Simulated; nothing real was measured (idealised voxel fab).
This is a process module. Its name is voxel self aligned contacts.
Cross-section cut spans 250 nm and uses square cells 5 nm in size.
Bands, listed from the top down, are how a cross-section gets written in this document; the cross-section itself is a grid of square cells, and a band is one or more rows of them.
Read a band's entry like this: the first values are the height of its top and the height of its bottom in nm, and what follows is the sequence of materials from left to right, each with its width in nm. Note that "empty" is empty space, and that a single material marked "throughout" reaches across the band from edge to edge.
Zero point of the height axis is 0; under it, received wafer = one material. Lowest band: continues down indefinitely, "0 nm and below".
Top row gets the first number, bottom row gets the second, and each row in between changes by the same step: that is how a band width like "30 to 40" works.
It should be understood that the words "nothing altered", when stated for a given step, signify that the cross-section underwent no change in any of its cells during that step.
Voids not open to the top, 8 cells minimum: see "Enclosed void entries". Written width x height at distance; distance is from the left edge; nm.
On a step's line, text after the settings is the simulator commenting on that step.
On any step carrying a mask, the "overlay nm" setting, if present on the step's line, tells how far right of its planned place the mask lay; negative values point to the left.

Plan
- 1: RECEIVE [material Si]
- 2: OXIDIZE [depth nm 5]
- 3: DIRECTIONAL_DEP [material polySi] [thk nm 20]
- 4: DIRECTIONAL_DEP [material SiN] [thk nm 20]
- 5: MASKED_ETCH [tone cover] [mask id GATE] [width nm 25] [pitch nm 60] [etch materials SiN] [depth nm 20] [overlay nm 0]
- 6: MASKED_ETCH [tone cover] [mask id GATE] [width nm 25] [pitch nm 60] [etch materials polySi] [depth nm 20] [overlay nm 0]
- 7: CONFORMAL_DEP [material SiN] [thk nm 10]
- 8: DIRECTIONAL_ETCH [etch materials SiN] [depth nm 10]
- 9: FILL_DEP [material SiO2] [thk nm 10]
- 10: CMP [height nm 45]
- 11: MASKED_ETCH [tone open] [mask id CONTACT] [width nm 45] [pitch nm 60] [etch materials SiO2] [depth nm 50] [overlay nm 0]
- 12: CONFORMAL_DEP [material TiN] [thk nm 5]
- 13: FILL_DEP [material Ru] [thk nm 10]
- 14: CMP [height nm 45]
- 15: CONFORMAL_DEP [material SiCN] [thk nm 5]

Cross-section, incoming material, after step 1
- 0 nm and below = Si throughout
- Enclosed void entries: none

End state of the module in cross-section, given the above starting point and plan and one mistake in execution
- 50 nm to 45 nm = SiCN throughout
- 45 nm to 40 nm = SiO2: 70, then TiN: 20, then Ru: 5, then TiN: 20, then SiO2: 15, then TiN: 20, then Ru: 5, then TiN: 20, then SiO2: 75
- 40 nm to 25 nm = SiO2: 40, then SiN: 45, then TiN: 5, then Ru: 5, then TiN: 5, then SiN: 45, then TiN: 5, then Ru: 5, then TiN: 5, then SiN: 45, then SiO2: 45
- 25 nm to 20 nm = SiO2: 40, then SiN: 45, then TiN: 15, then SiN: 45, then TiN: 15, then SiN: 45, then SiO2: 45
- 20 nm to 0 nm = SiO2: 35, then SiN: 10, then polySi: 35, then SiN: 10, then TiN: 5, then SiN: 10, then polySi: 35, then SiN: 10, then TiN: 5, then SiN: 10, then polySi: 35, then SiN: 10, then SiO2: 40
- 0 nm to -5 nm = SiO2: 90, then TiN: 5, then SiO2: 55, then TiN: 5, then SiO2: 95
- -5 nm and below = Si throughout
- Enclosed void entries: none
Against the plan, the run slipped here: heads up, step 6 didn't go per plan, it actually ran as MASKED_ETCH [tone cover] [mask id GATE] [width nm 35] [pitch nm 60] [etch materials polySi] [depth nm 20] [overlay nm 0]
